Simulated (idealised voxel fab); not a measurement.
process module | voxel self aligned vias
cross-section cut | 155 nm wide | cells 5 nm
A cross-section is a grid of square cells, given in bands from the top down. A band is one or more rows of cells.
Each band's line starts with the height of the band's top and of its bottom, in nm. Then come its materials from left to right, each with its width in nm. One material with "throughout" fills the band from edge to edge. "air" is empty space.
Height 0 is the level under which the wafer as received is all one material. The lowest band goes on downwards, as in "0 down".
A width such as "30 to 40" changes by the same amount from each row of cells to the next, from the band's top row to its bottom row.
"no change" after a step means that no cell of the cross-section changed.
closed voids: empty space of 8 cells or more with no open way to the top, each as width x height at its distance from the left edge, in nm
after a step's settings: what the simulator itself notes on the step
overlay nm, on a step with a mask: how far to the right of its planned place the mask lay; to the left if negative
plan
1 op RECEIVE | material Si
2 op CONFORMAL_DEP | material SiO2 | thk nm 10
3 op CONFORMAL_DEP | material SiCN | thk nm 5
4 op DIRECTIONAL_DEP | material SiO2 | thk nm 20
5 op DIRECTIONAL_DEP | material aC | thk nm 15
6 op PATTERN | tone open | mask id LINES | material resist | width nm 25 | pitch nm 60 | thk nm 35 | overlay nm 0
7 op DIRECTIONAL_ETCH | etch materials aC | depth nm 15
8 op STRIP | etch materials resist
9 op DIRECTIONAL_ETCH | etch materials SiO2 | depth nm 20
10 op STRIP | etch materials aC
11 op CONFORMAL_DEP | material TiN | thk nm 5
12 op FILL_DEP | material W | thk nm 10
13 op CMP | height nm 35
14 op SELECTIVE_ETCH | etch materials W Ru TiN | depth nm 10
15 op FILL_DEP | material SiN | thk nm 10
16 op CMP | height nm 35
17 op DIRECTIONAL_DEP | material SiO2 | thk nm 15
18 op PATTERN | tone open | mask id VIAS | material resist | width nm 35 | pitch nm 60 | thk nm 15 | overlay nm 0
19 op DIRECTIONAL_ETCH | etch materials SiO2 | depth nm 15
20 op DIRECTIONAL_ETCH | etch materials SiN | depth nm 10
21 op STRIP | etch materials resist
22 op CONFORMAL_DEP | material TiN | thk nm 5
23 op FILL_DEP | material W | thk nm 5
24 op CMP | height nm 50
25 op CONFORMAL_DEP | material SiCN | thk nm 5
as received, after step 1
  0 down: Si throughout
  closed voids: none
first wafer at the end, as planned
  55 to 50: SiCN throughout
  50 to 40: SiO2 30 | TiN 5 | W 25 | TiN 5 | SiO2 25 | TiN 5 | W 25 | TiN 5 | SiO2 30
  40 to 30: SiO2 30 to 35 | TiN 10 to 5 | W 15 | TiN 10 to 5 | SiO2 25 to 35 | TiN 10 to 5 | W 15 | TiN 10 to 5 | SiO2 30 to 35
  30 to 25: SiO2 35 | TiN 25 | SiO2 35 | TiN 25 | SiO2 35
  25 to 20: SiO2 35 | TiN 5 | W 15 | TiN 5 | SiO2 35 | TiN 5 | W 15 | TiN 5 | SiO2 35
  20 to 15: SiO2 35 | TiN 25 | SiO2 35 | TiN 25 | SiO2 35
  15 to 10: SiCN throughout
  10 to 0: SiO2 throughout
  0 down: Si throughout
  closed voids: none
second wafer at the end: like start, like plan, one mistake
  55 to 50: SiCN throughout
  50 to 40: SiO2 35 | TiN 5 | W 25 | TiN 5 | SiO2 25 | TiN 5 | W 25 | TiN 5 | SiO2 25
  40 to 30: SiO2 35 | TiN 5 | W 15 | TiN 15 to 5 | SiO2 25 to 35 | TiN 5 | W 15 | TiN 15 to 5 | SiO2 25 to 35
  30 to 25: SiO2 35 | TiN 25 | SiO2 35 | TiN 25 | SiO2 35
  25 to 20: SiO2 35 | TiN 5 | W 15 | TiN 5 | SiO2 35 | TiN 5 | W 15 | TiN 5 | SiO2 35
  20 to 15: SiO2 35 | TiN 25 | SiO2 35 | TiN 25 | SiO2 35
  15 to 10: SiCN throughout
  10 to 0: SiO2 throughout
  0 down: Si throughout
  closed voids: none
what went wrong: step 18 ran as: op PATTERN | tone open | mask id VIAS | material resist | width nm 35 | pitch nm 60 | thk nm 15 | overlay nm 5
at the end the second wafer has, in cells: as many of each material as the first, in other places
